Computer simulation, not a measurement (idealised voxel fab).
voxel self aligned contacts: a process module
Section shown: cut. Width: 160 nm. Cell size: 5 nm, square.
A cross-section in this document is a grid of square cells, and it is written down as bands, the top band listed before the ones below it; a band is made up of one or more rows of cells.
It is stipulated that each band's entry specify, in nanometres, the height of the top of the band and then that of its bottom, followed by the materials of the band in left-to-right sequence, each together with its width in nanometres. A single material marked by the word "throughout" is understood to fill the band from edge to edge; the word "blank" is understood to denote empty space.
Height is counted from the level 0, under which the received wafer is composed throughout of one material. The lowest of the bands is not closed at the bottom but continues downward, in the notation "0..down".
The two numbers in a width such as "30..40" mark its ends across the band: the first belongs to the top row of cells, the second to the bottom row, and from each row to the next the width moves by the same amount.
Reading "nothing got changed" for a step: not a cell of the cross-section changed in it.
Voids not open to the top, 8 cells minimum: see "Voids, sealed". Written width x height at distance; distance is from the left edge; nm.
The remark found on a step's line after its settings is issued by the simulator itself and pertains to that step.
"overlay nm" answers the question of how far to the right of plan the mask lay on a step that has a mask, and when it is negative the answer is to the left.

### This section lists the process steps that were planned
1: RECEIVE,material Si
2: CONFORMAL_DEP,material SiO2,thk nm 5
3: DIRECTIONAL_DEP,material polySi,thk nm 20
4: DIRECTIONAL_DEP,material SiN,thk nm 15
5: DIRECTIONAL_DEP,material aC,thk nm 15
6: PATTERN,tone cover,mask id GATE,material resist,width nm 30,pitch nm 65,thk nm 30,overlay nm 0
7: DIRECTIONAL_ETCH,etch materials aC,depth nm 15
8: STRIP,etch materials resist
9: DIRECTIONAL_ETCH,etch materials SiN,depth nm 15
10: DIRECTIONAL_ETCH,etch materials polySi,depth nm 20
11: STRIP,etch materials aC
12: CONFORMAL_DEP,material SiN,thk nm 5
13: DIRECTIONAL_ETCH,etch materials SiN,depth nm 5
14: FILL_DEP,material SiO2,thk nm 15
15: CMP,height nm 45
16: DIRECTIONAL_DEP,material aC,thk nm 15
17: PATTERN,tone open,mask id CONTACT,material resist,width nm 45,thk nm 30,overlay nm 0
18: DIRECTIONAL_ETCH,etch materials aC,depth nm 15
19: STRIP,etch materials resist
20: DIRECTIONAL_ETCH,etch materials SiO2,depth nm 45
21: STRIP,etch materials aC
22: CONFORMAL_DEP,material TiN,thk nm 5
23: FILL_DEP,material W,thk nm 10
24: CMP,height nm 45
25: CONFORMAL_DEP,material SiCN,thk nm 5

### Cross-section of the wafer at receipt, which is the condition after step 1
    0..down: Si throughout
    Voids, sealed: none

### End-of-module cross-section. Starting structure and process plan as above; one mistake made in running it
    50..45: SiCN throughout
    45..35: SiO2 (55), TiN (5..10), W (35..25), TiN (5..10), SiO2 (60)
    35..25: SiO2 (30), SiN (30), TiN (5), W (25), TiN (5), SiN (30), SiO2 (35)
    25..5: SiO2 (30), polySi (30), TiN (5), W (25), TiN (5), polySi (30), SiO2 (35)
    5..0: SiO2 (60), TiN (35), SiO2 (65)
    0..down: Si throughout
    Voids, sealed: none
So what did we get wrong on this run? step 12 of the plan never got run, it was skipped over
